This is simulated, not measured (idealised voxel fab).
Process module name: voxel self aligned vias
Square cells of 5 nm make up the cross-section cut, whose width is 220 nm.
Cross-section layout: square cells on a grid; listed as bands, top to bottom; a band spans one or more cell rows.
This entry defines a band. It first specifies the height of the band's top and the height of its bottom in nm, and then specifies the band's materials from left to right, stating each material with its width in nm. The word "everywhere" identifies a single material that fills the band from edge to edge, while the word "air" identifies empty space.
Basically, 0 is our baseline, since under it the wafer straight out of the box is all one material. The bottom band has no lower end and keeps on going down, so it looks like "0..down".
The two numbers in a width such as "30..40" mark its ends across the band: the first belongs to the top row of cells, the second to the bottom row, and from each row to the next the width moves by the same amount.
It should be understood that the words "no change occurred", when stated for a given step, signify that the cross-section underwent no change in any of its cells during that step.
"Enclosed void listing" means: voids of 8 cells or more that are shut off from the top with no open way through. Written width x height at distance, distance from the left edge, in nm.
Where a step's line continues beyond its settings, the continuation is a remark by the simulator itself on that step.
"overlay nm" on a masked step: distance the mask lay right of its planned place, negative for left.

**Here's what the planned process steps look like**
- 1: RECEIVE: material Si
- 2: CONFORMAL_DEP: material SiO2, thk nm 10
- 3: CONFORMAL_DEP: material SiCN, thk nm 5
- 4: DIRECTIONAL_DEP: material lowk, thk nm 30
- 5: DIRECTIONAL_DEP: material aC, thk nm 10
- 6: PATTERN: tone open, mask id LINES, material resist, width nm 30, pitch nm 70, thk nm 30, overlay nm 0
- 7: DIRECTIONAL_ETCH: etch materials aC, depth nm 10
- 8: STRIP: etch materials resist
- 9: DIRECTIONAL_ETCH: etch materials lowk, depth nm 30
- 10: STRIP: etch materials aC
- 11: CONFORMAL_DEP: material TiN, thk nm 5
- 12: FILL_DEP: material W, thk nm 5
- 13: CMP: height nm 45
- 14: SELECTIVE_ETCH: etch materials W Ru TiN, depth nm 10
- 15: FILL_DEP: material SiN, thk nm 10
- 16: CMP: height nm 45
- 17: DIRECTIONAL_DEP: material lowk, thk nm 15
- 18: MASKED_ETCH: tone open, mask id VIAS, width nm 40, pitch nm 70, etch materials lowk, depth nm 15, overlay nm 0
- 19: MASKED_ETCH: tone open, mask id VIAS, width nm 40, pitch nm 70, etch materials SiN, depth nm 10, overlay nm 0
- 20: CONFORMAL_DEP: material TiN, thk nm 5
- 21: FILL_DEP: material W, thk nm 10
- 22: CMP: height nm 60
- 23: CONFORMAL_DEP: material SiCN, thk nm 5

**Concerning the first of two wafers, which was run in accordance with the plan**

**Cross-section of the wafer at receipt, which is the condition after step 1**
0..down = Si everywhere
Enclosed void listing: none

**Wafer section view after processing step 2**
10..0 = SiO2 everywhere
Below 0, no change.

**Wafer section view after processing step 3**
15..10 = SiCN everywhere
Below 10, no change.

**Wafer section view after processing step 4**
45..15 = lowk everywhere
Below 15, no change.

**Wafer section view after processing step 5**
55..45 = aC everywhere
Below 45, no change.

**Wafer section view after processing step 6**
85..55 = resist=60, air=30, resist=40, air=30, resist=60
Below 55, no change.

**Wafer section view after processing step 7**
75..55 = resist=60, air=30, resist=40, air=30, resist=60
55..45 = aC=60, air=30, aC=40, air=30, aC=60
Below 45, no change.

**Wafer section view after processing step 8**
55..45 = aC=60, air=30, aC=40, air=30, aC=60
Below 45, no change.

**Wafer section view after processing step 9**
55..45 = aC=60, air=30, aC=40, air=30, aC=60
45..15 = lowk=60, air=30, lowk=40, air=30, lowk=60
Below 15, no change.

**Wafer section view after processing step 10**
45..15 = lowk=60, air=30, lowk=40, air=30, lowk=60
Below 15, no change.

**Wafer section view after processing step 11**
50..45 = TiN=65, air=20, TiN=50, air=20, TiN=65
45..20 = lowk=60, TiN=5, air=20, TiN=5, lowk=40, TiN=5, air=20, TiN=5, lowk=60
20..15 = lowk=60, TiN=30, lowk=40, TiN=30, lowk=60
Below 15, no change.

**Wafer section view after processing step 12**
55..50 = W everywhere
50..45 = TiN=65, W=20, TiN=50, W=20, TiN=65
45..20 = lowk=60, TiN=5, W=20, TiN=5, lowk=40, TiN=5, W=20, TiN=5, lowk=60
Below 20, no change.

**Wafer section view after processing step 13**
45..20 = lowk=60, TiN=5, W=20, TiN=5, lowk=40, TiN=5, W=20, TiN=5, lowk=60
Below 20, no change.

**Wafer section view after processing step 14**
45..35 = lowk=60, air=30, lowk=40, air=30, lowk=60
Below 35, no change.

**Wafer section view after processing step 15**
55..45 = SiN everywhere
45..35 = lowk=60, SiN=30, lowk=40, SiN=30, lowk=60
Below 35, no change.

**Wafer section view after processing step 16**
45..35 = lowk=60, SiN=30, lowk=40, SiN=30, lowk=60
Below 35, no change.

**Wafer section view after processing step 17**
60..45 = lowk everywhere
Below 45, no change.

**Wafer section view after processing step 18**
60..45 = lowk=55, air=40, lowk=30, air=40, lowk=55
Below 45, no change.

**Wafer section view after processing step 19**
60..45 = lowk=55, air=40, lowk=30, air=40, lowk=55
45..35 = lowk=60, air=30, lowk=40, air=30, lowk=60
Below 35, no change.

**Wafer section view after processing step 20**
65..60 = TiN=60, air=30, TiN=40, air=30, TiN=60
60..50 = lowk=55, TiN=5, air=30, TiN=5, lowk=30, TiN=5, air=30, TiN=5, lowk=55
50..40 = lowk=55..60, TiN=10..5, air=20, TiN=10..5, lowk=30..40, TiN=10..5, air=20, TiN=10..5, lowk=55..60
40..35 = lowk=60, TiN=30, lowk=40, TiN=30, lowk=60
Below 35, no change.

**Wafer section view after processing step 21**
75..65 = W everywhere
65..60 = TiN=60, W=30, TiN=40, W=30, TiN=60
60..50 = lowk=55, TiN=5, W=30, TiN=5, lowk=30, TiN=5, W=30, TiN=5, lowk=55
50..40 = lowk=55..60, TiN=10..5, W=20, TiN=10..5, lowk=30..40, TiN=10..5, W=20, TiN=10..5, lowk=55..60
Below 40, no change.

**Wafer section view after processing step 22**
60..50 = lowk=55, TiN=5, W=30, TiN=5, lowk=30, TiN=5, W=30, TiN=5, lowk=55
Below 50, no change.

**Wafer section view after processing step 23**
65..60 = SiCN everywhere
Below 60, no change.

**Wafer two of the pair: same origin, same plan, one error during the run; identical to wafer one up to and including step 17**

**Cross-section, second wafer, at the end time the plan gives for step 18**
60..45 = lowk=60, air=35, lowk=35, air=35, lowk=55
Below 45, no change.

**Cross-section, second wafer, at the end time the plan gives for step 19**
60..45 = lowk=60, air=35, lowk=35, air=35, lowk=55
45..35 = lowk=60, air=30, lowk=40, air=30, lowk=60
Below 35, no change.

**Cross-section, second wafer, at the end time the plan gives for step 20**
65..60 = TiN=65, air=25, TiN=45, air=25, TiN=60
60..50 = lowk=60, TiN=5, air=25, TiN=5, lowk=35, TiN=5, air=25, TiN=5, lowk=55
50..40 = lowk=60, TiN=5, air=20, TiN=10..5, lowk=35..40, TiN=5, air=20, TiN=10..5, lowk=55..60
40..35 = lowk=60, TiN=30, lowk=40, TiN=30, lowk=60
Below 35, no change.

**Cross-section, second wafer, at the end time the plan gives for step 21**
75..65 = W everywhere
65..60 = TiN=65, W=25, TiN=45, W=25, TiN=60
60..50 = lowk=60, TiN=5, W=25, TiN=5, lowk=35, TiN=5, W=25, TiN=5, lowk=55
50..40 = lowk=60, TiN=5, W=20, TiN=10..5, lowk=35..40, TiN=5, W=20, TiN=10..5, lowk=55..60
Below 40, no change.

**Cross-section, second wafer, at the end time the plan gives for step 22**
60..50 = lowk=60, TiN=5, W=25, TiN=5, lowk=35, TiN=5, W=25, TiN=5, lowk=55
Below 50, no change.

**Cross-section, second wafer, at the end time the plan gives for step 23**
65..60 = SiCN everywhere
Below 60, no change.
what went wrong: rather than as planned, step 18 actually ran as MASKED_ETCH: tone open, mask id VIAS, width nm 35, pitch nm 70, etch materials lowk, depth nm 15, overlay nm 0
Materials where the second wafer ends with more or fewer cells than the first: TiN -2 | W -4 | lowk +6
